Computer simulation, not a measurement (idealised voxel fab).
process module | voxel trench capacitor
cross-section cut | 225 nm wide | cells 5 nm
A cross-section is a grid of square cells, given in bands from the top down. A band is one or more rows of cells.
Each band's line starts with the height of the band's top and of its bottom, in nm. Then come its materials from left to right, each with its width in nm. One material with "throughout" fills the band from edge to edge. "air" is empty space.
Height 0 is the level under which the wafer as received is all one material. The lowest band goes on downwards, as in "0 down".
A width such as "30 to 40" changes by the same amount from each row of cells to the next, from the band's top row to its bottom row.
"no change" after a step means that no cell of the cross-section changed.
closed voids: empty space of 8 cells or more with no open way to the top, each as width x height at its distance from the left edge, in nm
after a step's settings: what the simulator itself notes on the step
overlay nm, on a step with a mask: how far to the right of its planned place the mask lay; to the left if negative
plan
1 op RECEIVE | material Si
2 op CONFORMAL_DEP | material SiN | thk nm 10
3 op MASKED_ETCH | tone open | mask id TRENCH | width nm 15 | pitch nm 45 | etch materials SiN | depth nm 10 | overlay nm 0
4 op MASKED_ETCH | tone open | mask id TRENCH | width nm 15 | pitch nm 45 | etch materials Si | depth nm 40 | overlay nm -15
5 op CONFORMAL_DEP | material SiO2 | thk nm 5
6 op FILL_DEP | material polySi | thk nm 5
7 op CMP | height nm 10
varied across the wafers: overlay nm of step 4. The plan shows the first wafer's value. All wafers start alike
first wafer as received, after step 1
  0 down: Si throughout
  closed voids: none
first wafer at the end, after step 7
  10 to 5: SiN 80 | SiO2 5 | polySi 5 | SiO2 5 | SiN 30 | SiO2 5 | polySi 5 | SiO2 5 | SiN 85
  5 to 0: SiN 80 | SiO2 15 | SiN 30 | SiO2 15 | SiN 85
  0 down: Si throughout
  closed voids: none
last wafer at the end
  10 to 5: SiN 80 | SiO2 5 | polySi 5 | SiO2 5 | SiN 30 | SiO2 5 | polySi 5 | SiO2 5 | SiN 85
  5 to 0: SiN 80 | SiO2 15 | SiN 30 | SiO2 15 | SiN 85
  0 down: Si throughout
  closed voids: none
each wafer at the end: cells of each material gained (+) or lost (-) since it was received, then its closed voids
overlay nm -15 | +78 SiN | +10 SiO2 | +2 polySi | closed voids: none
overlay nm -10 | -16 Si | +78 SiN | +26 SiO2 | +2 polySi | closed voids: none
overlay nm -5 | -32 Si | +78 SiN | +42 SiO2 | +2 polySi | closed voids: none
overlay nm 0 | -48 Si | +78 SiN | +42 SiO2 | +18 polySi | closed voids: none
overlay nm 5 | -32 Si | +78 SiN | +42 SiO2 | +2 polySi | closed voids: none
overlay nm 10 | -16 Si | +78 SiN | +26 SiO2 | +2 polySi | closed voids: none
overlay nm 15 | +78 SiN | +10 SiO2 | +2 polySi | closed voids: none
